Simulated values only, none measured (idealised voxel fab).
This is a process module. Its name is voxel gate over fins.
255 nm wide, 5 nm square cells: that's cross-section cut.
The cross-sections in this document take the form of a grid made of square cells. They are written out as bands, in order from top to bottom. Each band consists of one or more rows of cells.
It is stipulated that each band's entry specify, in nanometres, the height of the top of the band and then that of its bottom, followed by the materials of the band in left-to-right sequence, each together with its width in nanometres. A single material marked by the word "throughout" is understood to fill the band from edge to edge; the word "blank" is understood to denote empty space.
Convention: height 0 is the level below which the wafer, as received, is all one material. The lowest band does not terminate at the bottom but continues downward, represented as "z 0 and below".
You'd read "30..40" like this: the band's top row of cells is as wide as the first number, its bottom row is as wide as the second, and going down, every row changes width by the same amount as the row before did.
The cross-section has no changed cell in any step marked "no change occurred".
"Trapped cavities" specifies each empty space that is not open to the top and that occupies no fewer than 8 cells, using the form width x height at distance, the distance measured from the left edge and all three quantities in nm.
Past the settings on a step's line: simulator remark, on that step.
When a step includes a mask, the "overlay nm" setting on its line states how far to the right of its planned place that mask lay, and negative values state how far to the left.

PROCESS STEPS FORESEEN IN THE PLAN
1 RECEIVE with material Si
2 CONFORMAL_DEP with material SiN, thk nm 10
3 MASKED_ETCH with tone cover, mask id FINS, width nm 15, pitch nm 50, etch materials SiN, depth nm 10, overlay nm 0
4 MASKED_ETCH with tone cover, mask id FINS, width nm 15, pitch nm 50, etch materials Si, depth nm 35, overlay nm 0
5 OXIDIZE with depth nm 5
6 FILL_DEP with material SiO2, thk nm 15
7 CMP with height nm 10
8 DIRECTIONAL_DEP with material aC, thk nm 10
9 PATTERN with tone open, mask id RAIL, material resist, width nm 15, thk nm 30, overlay nm 0
10 DIRECTIONAL_ETCH with etch materials aC, depth nm 10
11 STRIP with etch materials resist
12 DIRECTIONAL_ETCH with etch materials SiO2, depth nm 40
13 STRIP with etch materials aC
14 CONFORMAL_DEP with material TiN, thk nm 5
15 FILL_DEP with material W, thk nm 10
16 CMP with height nm 10
17 SELECTIVE_ETCH with etch materials W Ru TiN, depth nm 30
18 FILL_DEP with material SiO2, thk nm 5
19 CMP with height nm 10
20 SELECTIVE_ETCH with etch materials SiO2, depth nm 20
21 STRIP with etch materials SiN
22 CONFORMAL_DEP with material HfO2, thk nm 5
23 CONFORMAL_DEP with material TiN, thk nm 5
24 CONFORMAL_DEP with material TiAl, thk nm 5
25 CONFORMAL_DEP with material TiN, thk nm 5
26 FILL_DEP with material W, thk nm 15
27 CMP with height nm 30
28 CONFORMAL_DEP with material SiN, thk nm 5

FIRST WAFER OUT OF TWO, PROCESSED AS PLANNED

RECEIVED-STATE CROSS-SECTION, REFLECTING COMPLETION OF STEP 1
z 0 and below = Si throughout
Trapped cavities: none

CROSS-SECTION: WAFER STATE AFTER STEP 2
z 10 to 0 = SiN throughout
Note: structure below 0 unchanged.

CROSS-SECTION: WAFER STATE AFTER STEP 3
z 10 to 0 = blank 95 | SiN 15 | blank 35 | SiN 15 | blank 95
Note: structure below 0 unchanged.

CROSS-SECTION: WAFER STATE AFTER STEP 4
z 10 to 0 = blank 95 | SiN 15 | blank 35 | SiN 15 | blank 95
z 0 to -35 = blank 95 | Si 15 | blank 35 | Si 15 | blank 95
Note: structure below -35 unchanged.

CROSS-SECTION: WAFER STATE AFTER STEP 5
z 10 to 0 = blank 95 | SiN 15 | blank 35 | SiN 15 | blank 95
z 0 to -35 = blank 95 | SiO2 5 | Si 5 | SiO2 5 | blank 35 | SiO2 5 | Si 5 | SiO2 5 | blank 95
z -35 to -40 = SiO2 100 | Si 5 | SiO2 45 | Si 5 | SiO2 100
Note: structure below -40 unchanged.

CROSS-SECTION: WAFER STATE AFTER STEP 6
z 25 to 10 = SiO2 throughout
z 10 to 0 = SiO2 95 | SiN 15 | SiO2 35 | SiN 15 | SiO2 95
z 0 to -40 = SiO2 100 | Si 5 | SiO2 45 | Si 5 | SiO2 100
Note: structure below -40 unchanged.

CROSS-SECTION: WAFER STATE AFTER STEP 7
z 10 to 0 = SiO2 95 | SiN 15 | SiO2 35 | SiN 15 | SiO2 95
Note: structure below 0 unchanged.

CROSS-SECTION: WAFER STATE AFTER STEP 8
z 20 to 10 = aC throughout
Note: structure below 10 unchanged.

CROSS-SECTION: WAFER STATE AFTER STEP 9
z 50 to 20 = resist 120 | blank 15 | resist 120
Note: structure below 20 unchanged.

CROSS-SECTION: WAFER STATE AFTER STEP 10
z 40 to 20 = resist 120 | blank 15 | resist 120
z 20 to 10 = aC 120 | blank 15 | aC 120
Note: structure below 10 unchanged.

CROSS-SECTION: WAFER STATE AFTER STEP 11
z 20 to 10 = aC 120 | blank 15 | aC 120
Note: structure below 10 unchanged.

CROSS-SECTION: WAFER STATE AFTER STEP 12
z 20 to 10 = aC 120 | blank 15 | aC 120
z 10 to 0 = SiO2 95 | SiN 15 | SiO2 10 | blank 15 | SiO2 10 | SiN 15 | SiO2 95
z 0 to -30 = SiO2 100 | Si 5 | SiO2 15 | blank 15 | SiO2 15 | Si 5 | SiO2 100
Note: structure below -30 unchanged.

CROSS-SECTION: WAFER STATE AFTER STEP 13
z 10 to 0 = SiO2 95 | SiN 15 | SiO2 10 | blank 15 | SiO2 10 | SiN 15 | SiO2 95
Note: structure below 0 unchanged.

CROSS-SECTION: WAFER STATE AFTER STEP 14
z 15 to 10 = TiN 125 | blank 5 | TiN 125
z 10 to 0 = SiO2 95 | SiN 15 | SiO2 10 | TiN 5 | blank 5 | TiN 5 | SiO2 10 | SiN 15 | SiO2 95
z 0 to -25 = SiO2 100 | Si 5 | SiO2 15 | TiN 5 | blank 5 | TiN 5 | SiO2 15 | Si 5 | SiO2 100
z -25 to -30 = SiO2 100 | Si 5 | SiO2 15 | TiN 15 | SiO2 15 | Si 5 | SiO2 100
Note: structure below -30 unchanged.

CROSS-SECTION: WAFER STATE AFTER STEP 15
z 25 to 15 = W throughout
z 15 to 10 = TiN 125 | W 5 | TiN 125
z 10 to 0 = SiO2 95 | SiN 15 | SiO2 10 | TiN 5 | W 5 | TiN 5 | SiO2 10 | SiN 15 | SiO2 95
z 0 to -25 = SiO2 100 | Si 5 | SiO2 15 | TiN 5 | W 5 | TiN 5 | SiO2 15 | Si 5 | SiO2 100
Note: structure below -25 unchanged.

CROSS-SECTION: WAFER STATE AFTER STEP 16
z 10 to 0 = SiO2 95 | SiN 15 | SiO2 10 | TiN 5 | W 5 | TiN 5 | SiO2 10 | SiN 15 | SiO2 95
Note: structure below 0 unchanged.

CROSS-SECTION: WAFER STATE AFTER STEP 17
z 10 to 0 = SiO2 95 | SiN 15 | SiO2 10 | blank 15 | SiO2 10 | SiN 15 | SiO2 95
z 0 to -20 = SiO2 100 | Si 5 | SiO2 15 | blank 15 | SiO2 15 | Si 5 | SiO2 100
Note: structure below -20 unchanged.

CROSS-SECTION: WAFER STATE AFTER STEP 18
z 15 to 10 = SiO2 throughout
z 10 to 0 = SiO2 95 | SiN 15 | SiO2 35 | SiN 15 | SiO2 95
z 0 to -20 = SiO2 100 | Si 5 | SiO2 45 | Si 5 | SiO2 100
Note: structure below -20 unchanged.

CROSS-SECTION: WAFER STATE AFTER STEP 19
z 10 to 0 = SiO2 95 | SiN 15 | SiO2 35 | SiN 15 | SiO2 95
Note: structure below 0 unchanged.

CROSS-SECTION: WAFER STATE AFTER STEP 20
z 10 to 0 = blank 95 | SiN 15 | blank 35 | SiN 15 | blank 95
z 0 to -10 = blank 100 | Si 5 | blank 45 | Si 5 | blank 100
Note: structure below -10 unchanged.

CROSS-SECTION: WAFER STATE AFTER STEP 21
z 0 to -10 = blank 100 | Si 5 | blank 45 | Si 5 | blank 100
Note: structure below -10 unchanged.

CROSS-SECTION: WAFER STATE AFTER STEP 22
z 5 to 0 = blank 95 | HfO2 15 | blank 35 | HfO2 15 | blank 95
z 0 to -5 = blank 95 | HfO2 5 | Si 5 | HfO2 5 | blank 35 | HfO2 5 | Si 5 | HfO2 5 | blank 95
z -5 to -10 = HfO2 100 | Si 5 | HfO2 45 | Si 5 | HfO2 100
Note: structure below -10 unchanged.

CROSS-SECTION: WAFER STATE AFTER STEP 23
z 10 to 5 = blank 90 | TiN 25 | blank 25 | TiN 25 | blank 90
z 5 to 0 = blank 90 | TiN 5 | HfO2 15 | TiN 5 | blank 25 | TiN 5 | HfO2 15 | TiN 5 | blank 90
z 0 to -5 = TiN 95 | HfO2 5 | Si 5 | HfO2 5 | TiN 35 | HfO2 5 | Si 5 | HfO2 5 | TiN 95
Note: structure below -5 unchanged.

CROSS-SECTION: WAFER STATE AFTER STEP 24
z 15 to 10 = blank 85 | TiAl 35 | blank 15 | TiAl 35 | blank 85
z 10 to 5 = blank 85 | TiAl 5 | TiN 25 | TiAl 5 | blank 15 | TiAl 5 | TiN 25 | TiAl 5 | blank 85
z 5 to 0 = TiAl 90 | TiN 5 | HfO2 15 | TiN 5 | TiAl 25 | TiN 5 | HfO2 15 | TiN 5 | TiAl 90
Note: structure below 0 unchanged.

CROSS-SECTION: WAFER STATE AFTER STEP 25
z 20 to 15 = blank 80 | TiN 45 | blank 5 | TiN 45 | blank 80
z 15 to 10 = blank 80 | TiN 5 | TiAl 35 | TiN 5 | blank 5 | TiN 5 | TiAl 35 | TiN 5 | blank 80
z 10 to 5 = TiN 85 | TiAl 5 | TiN 25 | TiAl 5 | TiN 15 | TiAl 5 | TiN 25 | TiAl 5 | TiN 85
Note: structure below 5 unchanged.

CROSS-SECTION: WAFER STATE AFTER STEP 26
z 35 to 20 = W throughout
z 20 to 15 = W 80 | TiN 45 | W 5 | TiN 45 | W 80
z 15 to 10 = W 80 | TiN 5 | TiAl 35 | TiN 5 | W 5 | TiN 5 | TiAl 35 | TiN 5 | W 80
Note: structure below 10 unchanged.

CROSS-SECTION: WAFER STATE AFTER STEP 27
z 30 to 20 = W throughout
Note: structure below 20 unchanged.

CROSS-SECTION: WAFER STATE AFTER STEP 28
z 35 to 30 = SiN throughout
Note: structure below 30 unchanged.

THE SECOND WAFER: IDENTICAL TO THE FIRST AT THE OUTSET AND IN ITS PLANNED SEQUENCE, DIFFERING ONLY IN THAT ONE MISTAKE WAS MADE DURING PROCESSING; UP TO AND INCLUDING STEP 2, ITS PATH IS THE FIRST WAFER'S PATH

SECOND WAFER, CUT VIEW, END OF STEP 3 PER PLAN
z 10 to 0 = blank 85 | SiN 15 | blank 35 | SiN 15 | blank 105
Note: structure below 0 unchanged.

SECOND WAFER, CUT VIEW, END OF STEP 4 PER PLAN
z 10 to 0 = blank 85 | SiN 15 | blank 35 | SiN 15 | blank 105
z 0 to -35 = blank 85 | Si 25 | blank 25 | Si 25 | blank 95
Note: structure below -35 unchanged.

SECOND WAFER, CUT VIEW, END OF STEP 5 PER PLAN
z 10 to 0 = blank 85 | SiN 15 | blank 35 | SiN 15 | blank 105
z 0 to -5 = blank 85 | SiO2 5 | Si 5 | SiO2 15 | blank 25 | SiO2 5 | Si 5 | SiO2 15 | blank 95
z -5 to -35 = blank 85 | SiO2 5 | Si 15 | SiO2 5 | blank 25 | SiO2 5 | Si 15 | SiO2 5 | blank 95
z -35 to -40 = SiO2 90 | Si 15 | SiO2 35 | Si 15 | SiO2 100
Note: structure below -40 unchanged.

SECOND WAFER, CUT VIEW, END OF STEP 6 PER PLAN
z 25 to 10 = SiO2 throughout
z 10 to 0 = SiO2 85 | SiN 15 | SiO2 35 | SiN 15 | SiO2 105
z 0 to -5 = SiO2 90 | Si 5 | SiO2 45 | Si 5 | SiO2 110
z -5 to -40 = SiO2 90 | Si 15 | SiO2 35 | Si 15 | SiO2 100
Note: structure below -40 unchanged.

SECOND WAFER, CUT VIEW, END OF STEP 7 PER PLAN
z 10 to 0 = SiO2 85 | SiN 15 | SiO2 35 | SiN 15 | SiO2 105
Note: structure below 0 unchanged.

SECOND WAFER, CUT VIEW, END OF STEP 8 PER PLAN
z 20 to 10 = aC throughout
Note: structure below 10 unchanged.

SECOND WAFER, CUT VIEW, END OF STEP 9 PER PLAN
z 50 to 20 = resist 120 | blank 15 | resist 120
Note: structure below 20 unchanged.

SECOND WAFER, CUT VIEW, END OF STEP 10 PER PLAN
z 40 to 20 = resist 120 | blank 15 | resist 120
z 20 to 10 = aC 120 | blank 15 | aC 120
Note: structure below 10 unchanged.

SECOND WAFER, CUT VIEW, END OF STEP 11 PER PLAN
z 20 to 10 = aC 120 | blank 15 | aC 120
Note: structure below 10 unchanged.

SECOND WAFER, CUT VIEW, END OF STEP 12 PER PLAN
z 20 to 10 = aC 120 | blank 15 | aC 120
z 10 to 0 = SiO2 85 | SiN 15 | SiO2 20 | blank 15 | SiN 15 | SiO2 105
z 0 to -5 = SiO2 90 | Si 5 | SiO2 25 | blank 15 | SiO2 5 | Si 5 | SiO2 110
z -5 to -30 = SiO2 90 | Si 15 | SiO2 15 | blank 15 | SiO2 5 | Si 15 | SiO2 100
Note: structure below -30 unchanged.

SECOND WAFER, CUT VIEW, END OF STEP 13 PER PLAN
z 10 to 0 = SiO2 85 | SiN 15 | SiO2 20 | blank 15 | SiN 15 | SiO2 105
Note: structure below 0 unchanged.

SECOND WAFER, CUT VIEW, END OF STEP 14 PER PLAN
z 15 to 10 = TiN 125 | blank 5 | TiN 125
z 10 to 0 = SiO2 85 | SiN 15 | SiO2 20 | TiN 5 | blank 5 | TiN 5 | SiN 15 | SiO2 105
z 0 to -5 = SiO2 90 | Si 5 | SiO2 25 | TiN 5 | blank 5 | TiN 5 | SiO2 5 | Si 5 | SiO2 110
z -5 to -25 = SiO2 90 | Si 15 | SiO2 15 | TiN 5 | blank 5 | TiN 5 | SiO2 5 | Si 15 | SiO2 100
z -25 to -30 = SiO2 90 | Si 15 | SiO2 15 | TiN 15 | SiO2 5 | Si 15 | SiO2 100
Note: structure below -30 unchanged.

SECOND WAFER, CUT VIEW, END OF STEP 15 PER PLAN
z 25 to 15 = W throughout
z 15 to 10 = TiN 125 | W 5 | TiN 125
z 10 to 0 = SiO2 85 | SiN 15 | SiO2 20 | TiN 5 | W 5 | TiN 5 | SiN 15 | SiO2 105
z 0 to -5 = SiO2 90 | Si 5 | SiO2 25 | TiN 5 | W 5 | TiN 5 | SiO2 5 | Si 5 | SiO2 110
z -5 to -25 = SiO2 90 | Si 15 | SiO2 15 | TiN 5 | W 5 | TiN 5 | SiO2 5 | Si 15 | SiO2 100
Note: structure below -25 unchanged.

SECOND WAFER, CUT VIEW, END OF STEP 16 PER PLAN
z 10 to 0 = SiO2 85 | SiN 15 | SiO2 20 | TiN 5 | W 5 | TiN 5 | SiN 15 | SiO2 105
Note: structure below 0 unchanged.

SECOND WAFER, CUT VIEW, END OF STEP 17 PER PLAN
z 10 to 0 = SiO2 85 | SiN 15 | SiO2 20 | blank 15 | SiN 15 | SiO2 105
z 0 to -5 = SiO2 90 | Si 5 | SiO2 25 | blank 15 | SiO2 5 | Si 5 | SiO2 110
z -5 to -20 = SiO2 90 | Si 15 | SiO2 15 | blank 15 | SiO2 5 | Si 15 | SiO2 100
Note: structure below -20 unchanged.

SECOND WAFER, CUT VIEW, END OF STEP 18 PER PLAN
z 15 to 10 = SiO2 throughout
z 10 to 0 = SiO2 85 | SiN 15 | SiO2 35 | SiN 15 | SiO2 105
z 0 to -5 = SiO2 90 | Si 5 | SiO2 45 | Si 5 | SiO2 110
z -5 to -20 = SiO2 90 | Si 15 | SiO2 35 | Si 15 | SiO2 100
Note: structure below -20 unchanged.

SECOND WAFER, CUT VIEW, END OF STEP 19 PER PLAN
z 10 to 0 = SiO2 85 | SiN 15 | SiO2 35 | SiN 15 | SiO2 105
Note: structure below 0 unchanged.

SECOND WAFER, CUT VIEW, END OF STEP 20 PER PLAN
z 10 to 0 = blank 85 | SiN 15 | blank 35 | SiN 15 | blank 105
z 0 to -10 = blank 90 | Si 5..15 | blank 45..35 | Si 5..15 | blank 110..100
Note: structure below -10 unchanged.

SECOND WAFER, CUT VIEW, END OF STEP 21 PER PLAN
z 0 to -10 = blank 90 | Si 5..15 | blank 45..35 | Si 5..15 | blank 110..100
Note: structure below -10 unchanged.

SECOND WAFER, CUT VIEW, END OF STEP 22 PER PLAN
z 5 to 0 = blank 85 | HfO2 15 | blank 35 | HfO2 15 | blank 105
z 0 to -5 = blank 85 | HfO2 5 | Si 5 | HfO2 15 | blank 25 | HfO2 5 | Si 5 | HfO2 15 | blank 95
z -5 to -10 = HfO2 90 | Si 15 | HfO2 35 | Si 15 | HfO2 100
Note: structure below -10 unchanged.

SECOND WAFER, CUT VIEW, END OF STEP 23 PER PLAN
z 10 to 5 = blank 80 | TiN 25 | blank 25 | TiN 25 | blank 100
z 5 to 0 = blank 80 | TiN 5 | HfO2 15 | TiN 15 | blank 15 | TiN 5 | HfO2 15 | TiN 15 | blank 90
z 0 to -5 = TiN 85 | HfO2 5 | Si 5 | HfO2 15 | TiN 25 | HfO2 5 | Si 5 | HfO2 15 | TiN 95
Note: structure below -5 unchanged.

SECOND WAFER, CUT VIEW, END OF STEP 24 PER PLAN
z 15 to 10 = blank 75 | TiAl 35 | blank 15 | TiAl 35 | blank 95
z 10 to 5 = blank 75 | TiAl 5 | TiN 25 | TiAl 15 | blank 5 | TiAl 5 | TiN 25 | TiAl 15 | blank 85
z 5 to 0 = TiAl 80 | TiN 5 | HfO2 15 | TiN 15 | TiAl 15 | TiN 5 | HfO2 15 | TiN 15 | TiAl 90
Note: structure below 0 unchanged.

SECOND WAFER, CUT VIEW, END OF STEP 25 PER PLAN
z 20 to 15 = blank 70 | TiN 45 | blank 5 | TiN 45 | blank 90
z 15 to 10 = blank 70 | TiN 5 | TiAl 35 | TiN 15 | TiAl 35 | TiN 15 | blank 80
z 10 to 5 = TiN 75 | TiAl 5 | TiN 25 | TiAl 15 | TiN 5 | TiAl 5 | TiN 25 | TiAl 15 | TiN 85
Note: structure below 5 unchanged.

SECOND WAFER, CUT VIEW, END OF STEP 26 PER PLAN
z 35 to 20 = W throughout
z 20 to 15 = W 70 | TiN 45 | W 5 | TiN 45 | W 90
z 15 to 10 = W 70 | TiN 5 | TiAl 35 | TiN 15 | TiAl 35 | TiN 15 | W 80
Note: structure below 10 unchanged.

SECOND WAFER, CUT VIEW, END OF STEP 27 PER PLAN
z 30 to 20 = W throughout
Note: structure below 20 unchanged.

SECOND WAFER, CUT VIEW, END OF STEP 28 PER PLAN
z 35 to 30 = SiN throughout
Note: structure below 30 unchanged.
Run error: so step 3 ended up running with a different setting than we planned, it ran as MASKED_ETCH with tone cover, mask id FINS, width nm 15, pitch nm 50, etch materials SiN, depth nm 10, overlay nm -10
Wrapping up, a cell-based count of both wafers puts the second over or under the first for these materials: Si: 28 more; SiO2: 24 fewer; TiN: 1 fewer; W: 3 fewer
